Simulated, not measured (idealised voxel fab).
The document below concerns the process module designated voxel capacitor over wiring.
The cross-section shown here is cut; it is 235 nm wide and divided into square cells measuring 5 nm on a side.
This document writes a cross-section as a grid whose cells are square, and gives it as bands, listed from the top down; one or more rows of cells form a band. It is stipulated that each band's entry specify, in nanometres, the height of the top of the band and then that of its bottom, followed by the materials of the band in left-to-right sequence, each together with its width in nanometres. A single material marked by the word "everywhere" is understood to fill the band from edge to edge; the word "air" is understood to denote empty space. Height reference: 0 = level under which incoming wafer is all one material. Lowest band: no bottom, runs on downward, e.g. "0..down". Quick explanation for "30..40": the width changes in equal steps down the rows of cells, from the first number in the band's top row to the second number in its bottom row. Step marked "all unchanged"? Then no cell in the cross-section changed in it. Basically, "Closed void entries" tells you about the enclosed voids: empty spaces with no open way to the top, 8 cells or bigger, each written width x height at distance, where distance is from the left edge, all in nm. Text after the settings on a step's line: the simulator's own remark on that step. Each step line may optionally specify "overlay nm", which for a step with a mask gives the rightward distance between the mask's planned place and where it lay, a negative value indicating the leftward direction.

Process steps foreseen in the plan:
1) RECEIVE: material Si
2) CONFORMAL_DEP: material SiO2, thk nm 15
3) DIRECTIONAL_DEP: material TiN, thk nm 5
4) DIRECTIONAL_DEP: material W, thk nm 20
5) MASKED_ETCH: tone cover, mask id METAL_1, width nm 25, pitch nm 95, etch materials W, depth nm 20, overlay nm 0
6) MASKED_ETCH: tone cover, mask id METAL_1, width nm 25, pitch nm 95, etch materials TiN, depth nm 5, overlay nm 0
7) CONFORMAL_DEP: material SiN, thk nm 5
8) FILL_DEP: material lowk, thk nm 5
9) CMP: height nm 40
10) CONFORMAL_DEP: material SiCN, thk nm 5
11) DIRECTIONAL_DEP: material SiO2, thk nm 20
12) MASKED_ETCH: tone open, mask id PLUG_1, width nm 15, etch materials SiO2, depth nm 20, overlay nm 0
13) MASKED_ETCH: tone open, mask id PLUG_1, width nm 15, etch materials SiCN, depth nm 5, overlay nm 0
14) EPI: material Ru, thk nm 10
15) EPI: material Ru, thk nm 10
16) EPI: material Ru, thk nm 5
17) DIRECTIONAL_DEP: material TiN, thk nm 10
18) DIRECTIONAL_DEP: material Al2O3, thk nm 5
19) DIRECTIONAL_DEP: material TiN, thk nm 10
20) DIRECTIONAL_DEP: material aC, thk nm 15
21) PATTERN: tone cover, mask id UPPER_PLATE, material resist, width nm 75, thk nm 35, overlay nm 0
22) DIRECTIONAL_ETCH: etch materials aC, depth nm 15
23) STRIP: etch materials resist
24) DIRECTIONAL_ETCH: etch materials TiN, depth nm 10
25) DIRECTIONAL_ETCH: etch materials Al2O3, depth nm 5
26) STRIP: etch materials aC
27) MASKED_ETCH: tone cover, mask id LOWER_PLATE, width nm 85, etch materials TiN, depth nm 10, overlay nm 0
28) FILL_DEP: material SiO2, thk nm 15
29) CMP: height nm 100
30) DIRECTIONAL_DEP: material aC, thk nm 10
31) PATTERN: tone open, mask id PLUG_2, material resist, width nm 15, thk nm 25, overlay nm 0
32) DIRECTIONAL_ETCH: etch materials aC, depth nm 10
33) STRIP: etch materials resist
34) DIRECTIONAL_ETCH: etch materials SiO2, depth nm 10
35) STRIP: etch materials aC
36) CONFORMAL_DEP: material TiN, thk nm 5
37) FILL_DEP: material Ru, thk nm 10
38) CMP: height nm 100
39) CONFORMAL_DEP: material SiN, thk nm 5

So, the first of our two wafers, run just as we planned it:

This is the cross-section of the wafer as we received it, i.e. after step 1:
  0..down  Si everywhere
  Closed void entries: none

After step 2: wafer cross-section:
  15..0  SiO2 everywhere
  below 0: unchanged

After step 3: wafer cross-section:
  20..15  TiN everywhere
  below 15: unchanged

After step 4: wafer cross-section:
  40..20  W everywhere
  below 20: unchanged

After step 5: wafer cross-section:
  40..20  air 55 nm; W 25 nm; air 70 nm; W 25 nm; air 60 nm
  below 20: unchanged

After step 6: wafer cross-section:
  40..20  air 55 nm; W 25 nm; air 70 nm; W 25 nm; air 60 nm
  20..15  air 55 nm; TiN 25 nm; air 70 nm; TiN 25 nm; air 60 nm
  below 15: unchanged

After step 7: wafer cross-section:
  45..40  air 50 nm; SiN 35 nm; air 60 nm; SiN 35 nm; air 55 nm
  40..20  air 50 nm; SiN 5 nm; W 25 nm; SiN 5 nm; air 60 nm; SiN 5 nm; W 25 nm; SiN 5 nm; air 55 nm
  20..15  SiN 55 nm; TiN 25 nm; SiN 70 nm; TiN 25 nm; SiN 60 nm
  below 15: unchanged

After step 8: wafer cross-section:
  50..45  lowk everywhere
  45..40  lowk 50 nm; SiN 35 nm; lowk 60 nm; SiN 35 nm; lowk 55 nm
  40..20  lowk 50 nm; SiN 5 nm; W 25 nm; SiN 5 nm; lowk 60 nm; SiN 5 nm; W 25 nm; SiN 5 nm; lowk 55 nm
  below 20: unchanged

After step 9: wafer cross-section:
  40..20  lowk 50 nm; SiN 5 nm; W 25 nm; SiN 5 nm; lowk 60 nm; SiN 5 nm; W 25 nm; SiN 5 nm; lowk 55 nm
  below 20: unchanged

After step 10: wafer cross-section:
  45..40  SiCN everywhere
  below 40: unchanged

After step 11: wafer cross-section:
  65..45  SiO2 everywhere
  below 45: unchanged

After step 12: wafer cross-section:
  65..45  SiO2 65 nm; air 15 nm; SiO2 155 nm
  below 45: unchanged

After step 13: wafer cross-section:
  65..45  SiO2 65 nm; air 15 nm; SiO2 155 nm
  45..40  SiCN 65 nm; air 15 nm; SiCN 155 nm
  below 40: unchanged

After step 14: wafer cross-section:
  65..50  SiO2 65 nm; air 15 nm; SiO2 155 nm
  50..45  SiO2 65 nm; Ru 15 nm; SiO2 155 nm
  45..40  SiCN 65 nm; Ru 15 nm; SiCN 155 nm
  below 40: unchanged

After step 15: wafer cross-section:
  65..60  SiO2 65 nm; air 15 nm; SiO2 155 nm
  60..45  SiO2 65 nm; Ru 15 nm; SiO2 155 nm
  below 45: unchanged

After step 16: wafer cross-section:
  65..45  SiO2 65 nm; Ru 15 nm; SiO2 155 nm
  below 45: unchanged

After step 17: wafer cross-section:
  75..65  TiN everywhere
  below 65: unchanged

After step 18: wafer cross-section:
  80..75  Al2O3 everywhere
  below 75: unchanged

After step 19: wafer cross-section:
  90..80  TiN everywhere
  below 80: unchanged

After step 20: wafer cross-section:
  105..90  aC everywhere
  below 90: unchanged

After step 21: wafer cross-section:
  140..105  air 65 nm; resist 75 nm; air 95 nm
  below 105: unchanged

After step 22: wafer cross-section:
  125..105  air 65 nm; resist 75 nm; air 95 nm
  105..90  air 65 nm; aC 75 nm; air 95 nm
  below 90: unchanged

After step 23: wafer cross-section:
  105..90  air 65 nm; aC 75 nm; air 95 nm
  below 90: unchanged

After step 24: wafer cross-section:
  105..90  air 65 nm; aC 75 nm; air 95 nm
  90..80  air 65 nm; TiN 75 nm; air 95 nm
  below 80: unchanged

After step 25: wafer cross-section:
  105..90  air 65 nm; aC 75 nm; air 95 nm
  90..80  air 65 nm; TiN 75 nm; air 95 nm
  80..75  air 65 nm; Al2O3 75 nm; air 95 nm
  below 75: unchanged

After step 26: wafer cross-section:
  90..80  air 65 nm; TiN 75 nm; air 95 nm
  below 80: unchanged

After step 27: wafer cross-section:
  90..80  air 65 nm; TiN 75 nm; air 95 nm
  80..75  air 65 nm; Al2O3 75 nm; air 95 nm
  75..65  air 60 nm; TiN 85 nm; air 90 nm
  below 65: unchanged

After step 28: wafer cross-section:
  105..90  SiO2 everywhere
  90..80  SiO2 65 nm; TiN 75 nm; SiO2 95 nm
  80..75  SiO2 65 nm; Al2O3 75 nm; SiO2 95 nm
  75..65  SiO2 60 nm; TiN 85 nm; SiO2 90 nm
  below 65: unchanged

After step 29: wafer cross-section:
  100..90  SiO2 everywhere
  below 90: unchanged

After step 30: wafer cross-section:
  110..100  aC everywhere
  below 100: unchanged

After step 31: wafer cross-section:
  135..110  resist 75 nm; air 15 nm; resist 145 nm
  below 110: unchanged

After step 32: wafer cross-section:
  125..110  resist 75 nm; air 15 nm; resist 145 nm
  110..100  aC 75 nm; air 15 nm; aC 145 nm
  below 100: unchanged

After step 33: wafer cross-section:
  110..100  aC 75 nm; air 15 nm; aC 145 nm
  below 100: unchanged

After step 34: wafer cross-section:
  110..100  aC 75 nm; air 15 nm; aC 145 nm
  100..90  SiO2 75 nm; air 15 nm; SiO2 145 nm
  below 90: unchanged

After step 35: wafer cross-section:
  100..90  SiO2 75 nm; air 15 nm; SiO2 145 nm
  below 90: unchanged

After step 36: wafer cross-section:
  105..100  TiN 80 nm; air 5 nm; TiN 150 nm
  100..95  SiO2 75 nm; TiN 5 nm; air 5 nm; TiN 5 nm; SiO2 145 nm
  95..90  SiO2 75 nm; TiN 15 nm; SiO2 145 nm
  below 90: unchanged

After step 37: wafer cross-section:
  115..105  Ru everywhere
  105..100  TiN 80 nm; Ru 5 nm; TiN 150 nm
  100..95  SiO2 75 nm; TiN 5 nm; Ru 5 nm; TiN 5 nm; SiO2 145 nm
  below 95: unchanged

After step 38: wafer cross-section:
  100..95  SiO2 75 nm; TiN 5 nm; Ru 5 nm; TiN 5 nm; SiO2 145 nm
  below 95: unchanged

After step 39: wafer cross-section:
  105..100  SiN everywhere
  below 100: unchanged

Okay, second wafer. Nothing different at the start, nothing different in the plan, just one mistake somewhere in the running. As far as step 6, counting that step, it's the first wafer all over again:

Cross-section of the second wafer corresponding to the planned conclusion of step 7:
  45..40  air 50 nm; Al2O3 35 nm; air 60 nm; Al2O3 35 nm; air 55 nm
  40..20  air 50 nm; Al2O3 5 nm; W 25 nm; Al2O3 5 nm; air 60 nm; Al2O3 5 nm; W 25 nm; Al2O3 5 nm; air 55 nm
  20..15  Al2O3 55 nm; TiN 25 nm; Al2O3 70 nm; TiN 25 nm; Al2O3 60 nm
  below 15: unchanged

Cross-section of the second wafer corresponding to the planned conclusion of step 8:
  50..45  lowk everywhere
  45..40  lowk 50 nm; Al2O3 35 nm; lowk 60 nm; Al2O3 35 nm; lowk 55 nm
  40..20  lowk 50 nm; Al2O3 5 nm; W 25 nm; Al2O3 5 nm; lowk 60 nm; Al2O3 5 nm; W 25 nm; Al2O3 5 nm; lowk 55 nm
  below 20: unchanged

Cross-section of the second wafer corresponding to the planned conclusion of step 9:
  40..20  lowk 50 nm; Al2O3 5 nm; W 25 nm; Al2O3 5 nm; lowk 60 nm; Al2O3 5 nm; W 25 nm; Al2O3 5 nm; lowk 55 nm
  below 20: unchanged

Cross-section of the second wafer corresponding to the planned conclusion of step 10:
  45..40  SiCN everywhere
  below 40: unchanged

Cross-section of the second wafer corresponding to the planned conclusion of step 11:
  65..45  SiO2 everywhere
  below 45: unchanged

Cross-section of the second wafer corresponding to the planned conclusion of step 12:
  65..45  SiO2 65 nm; air 15 nm; SiO2 155 nm
  below 45: unchanged

Cross-section of the second wafer corresponding to the planned conclusion of step 13:
  65..45  SiO2 65 nm; air 15 nm; SiO2 155 nm
  45..40  SiCN 65 nm; air 15 nm; SiCN 155 nm
  below 40: unchanged

Cross-section of the second wafer corresponding to the planned conclusion of step 14:
  65..50  SiO2 65 nm; air 15 nm; SiO2 155 nm
  50..45  SiO2 65 nm; Ru 15 nm; SiO2 155 nm
  45..40  SiCN 65 nm; Ru 15 nm; SiCN 155 nm
  below 40: unchanged

Cross-section of the second wafer corresponding to the planned conclusion of step 15:
  65..60  SiO2 65 nm; air 15 nm; SiO2 155 nm
  60..45  SiO2 65 nm; Ru 15 nm; SiO2 155 nm
  below 45: unchanged

Cross-section of the second wafer corresponding to the planned conclusion of step 16:
  65..45  SiO2 65 nm; Ru 15 nm; SiO2 155 nm
  below 45: unchanged

Cross-section of the second wafer corresponding to the planned conclusion of step 17:
  75..65  TiN everywhere
  below 65: unchanged

Cross-section of the second wafer corresponding to the planned conclusion of step 18:
  80..75  Al2O3 everywhere
  below 75: unchanged

Cross-section of the second wafer corresponding to the planned conclusion of step 19:
  90..80  TiN everywhere
  below 80: unchanged

Cross-section of the second wafer corresponding to the planned conclusion of step 20:
  105..90  aC everywhere
  below 90: unchanged

Cross-section of the second wafer corresponding to the planned conclusion of step 21:
  140..105  air 65 nm; resist 75 nm; air 95 nm
  below 105: unchanged

Cross-section of the second wafer corresponding to the planned conclusion of step 22:
  125..105  air 65 nm; resist 75 nm; air 95 nm
  105..90  air 65 nm; aC 75 nm; air 95 nm
  below 90: unchanged

Cross-section of the second wafer corresponding to the planned conclusion of step 23:
  105..90  air 65 nm; aC 75 nm; air 95 nm
  below 90: unchanged

Cross-section of the second wafer corresponding to the planned conclusion of step 24:
  105..90  air 65 nm; aC 75 nm; air 95 nm
  90..80  air 65 nm; TiN 75 nm; air 95 nm
  below 80: unchanged

Cross-section of the second wafer corresponding to the planned conclusion of step 25:
  105..90  air 65 nm; aC 75 nm; air 95 nm
  90..80  air 65 nm; TiN 75 nm; air 95 nm
  80..75  air 65 nm; Al2O3 75 nm; air 95 nm
  below 75: unchanged

Cross-section of the second wafer corresponding to the planned conclusion of step 26:
  90..80  air 65 nm; TiN 75 nm; air 95 nm
  below 80: unchanged

Cross-section of the second wafer corresponding to the planned conclusion of step 27:
  90..80  air 65 nm; TiN 75 nm; air 95 nm
  80..75  air 65 nm; Al2O3 75 nm; air 95 nm
  75..65  air 60 nm; TiN 85 nm; air 90 nm
  below 65: unchanged

Cross-section of the second wafer corresponding to the planned conclusion of step 28:
  105..90  SiO2 everywhere
  90..80  SiO2 65 nm; TiN 75 nm; SiO2 95 nm
  80..75  SiO2 65 nm; Al2O3 75 nm; SiO2 95 nm
  75..65  SiO2 60 nm; TiN 85 nm; SiO2 90 nm
  below 65: unchanged

Cross-section of the second wafer corresponding to the planned conclusion of step 29:
  100..90  SiO2 everywhere
  below 90: unchanged

Cross-section of the second wafer corresponding to the planned conclusion of step 30:
  110..100  aC everywhere
  below 100: unchanged

Cross-section of the second wafer corresponding to the planned conclusion of step 31:
  135..110  resist 75 nm; air 15 nm; resist 145 nm
  below 110: unchanged

Cross-section of the second wafer corresponding to the planned conclusion of step 32:
  125..110  resist 75 nm; air 15 nm; resist 145 nm
  110..100  aC 75 nm; air 15 nm; aC 145 nm
  below 100: unchanged

Cross-section of the second wafer corresponding to the planned conclusion of step 33:
  110..100  aC 75 nm; air 15 nm; aC 145 nm
  below 100: unchanged

Cross-section of the second wafer corresponding to the planned conclusion of step 34:
  110..100  aC 75 nm; air 15 nm; aC 145 nm
  100..90  SiO2 75 nm; air 15 nm; SiO2 145 nm
  below 90: unchanged

Cross-section of the second wafer corresponding to the planned conclusion of step 35:
  100..90  SiO2 75 nm; air 15 nm; SiO2 145 nm
  below 90: unchanged

Cross-section of the second wafer corresponding to the planned conclusion of step 36:
  105..100  TiN 80 nm; air 5 nm; TiN 150 nm
  100..95  SiO2 75 nm; TiN 5 nm; air 5 nm; TiN 5 nm; SiO2 145 nm
  95..90  SiO2 75 nm; TiN 15 nm; SiO2 145 nm
  below 90: unchanged

Cross-section of the second wafer corresponding to the planned conclusion of step 37:
  115..105  Ru everywhere
  105..100  TiN 80 nm; Ru 5 nm; TiN 150 nm
  100..95  SiO2 75 nm; TiN 5 nm; Ru 5 nm; TiN 5 nm; SiO2 145 nm
  below 95: unchanged

Cross-section of the second wafer corresponding to the planned conclusion of step 38:
  100..95  SiO2 75 nm; TiN 5 nm; Ru 5 nm; TiN 5 nm; SiO2 145 nm
  below 95: unchanged

Cross-section of the second wafer corresponding to the planned conclusion of step 39:
  105..100  SiN everywhere
  below 100: unchanged
What was done differently from what was planned? contrary to plan, step 7 was performed as CONFORMAL_DEP: material Al2O3, thk nm 5
Final comparison by cell count, materials where the second wafer has more or fewer than the first: 53 more of Al2O3 | 53 fewer of SiN
